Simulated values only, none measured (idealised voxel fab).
voxel ribs on slabs: a process module
Section shown: cut. Width: 150 nm. Cell size: 5 nm, square.
This document writes a cross-section as a grid whose cells are square, and gives it as bands, listed from the top down; one or more rows of cells form a band.
Heights first: top, then bottom, in nm. Then materials, left to right, each with a width in nm. "throughout" on a single material: fills the band edge to edge. "empty": empty space.
Measure heights from 0. That's the level where, below it, the as-received wafer is all one material. The lowest band is bottomless and extends downward; write it as in "from 0 down".
The width entry "30->40" should be interpreted row by row: the top row of cells in the band takes the first number, the bottom row takes the second number, and the change between adjacent rows is uniform throughout.
Any step labelled "identical to before" changed none of the cells in the cross-section.
Closed-off voids of 8+ cells (no open route to the top) go in "Voids, sealed", written width x height at distance from the left edge, in nm.
Note: text after step settings on the step line = simulator remark on that step.
On any step carrying a mask, the "overlay nm" setting, if present on the step's line, tells how far right of its planned place the mask lay; negative values point to the left.
-- Set out below are the planned steps of the process
1 RECEIVE, material Si
2 DIRECTIONAL_DEP, material SiO2, thk nm 25
3 DIRECTIONAL_DEP, material polySi, thk nm 15
4 DIRECTIONAL_DEP, material aC, thk nm 15
5 PATTERN, tone cover, mask id RIB, material resist, width nm 20, thk nm 30, overlay nm 0
6 DIRECTIONAL_ETCH, etch materials aC, depth nm 15
7 STRIP, etch materials resist
8 DIRECTIONAL_ETCH, etch materials polySi, depth nm 5
9 STRIP, etch materials aC
10 MASKED_ETCH, tone cover, mask id SLAB, width nm 70, etch materials polySi, depth nm 10, overlay nm 0
11 FILL_DEP, material SiO2, thk nm 30
12 CMP, height nm 60
13 DIRECTIONAL_DEP, material TiN, thk nm 10
14 PATTERN, tone cover, mask id HEATER, material resist, width nm 30, thk nm 15, overlay nm 0
15 DIRECTIONAL_ETCH, etch materials TiN, depth nm 10
16 STRIP, etch materials resist
17 CONFORMAL_DEP, material SiO2, thk nm 10
-- Delivered wafer in cross-section: state after step 1
* from 0 down: Si throughout
* Voids, sealed: none
-- a wafer at the end: this start, this plan, one mistake
* from 80 to 70: 50 of empty, then 50 of SiO2, then 50 of empty
* from 70 to 60: 60 of SiO2, then 30 of TiN, then 60 of SiO2
* from 60 to 35: SiO2 throughout
* from 35 to 30: 65 of SiO2, then 20 of polySi, then 65 of SiO2
* from 30 to 20: 40 of SiO2, then 70 of polySi, then 40 of SiO2
* from 20 to 0: SiO2 throughout
* from 0 down: Si throughout
* Voids, sealed: none
Deviation noted in wafer processing: not per plan at step 2, really ran DIRECTIONAL_DEP, material SiO2, thk nm 20
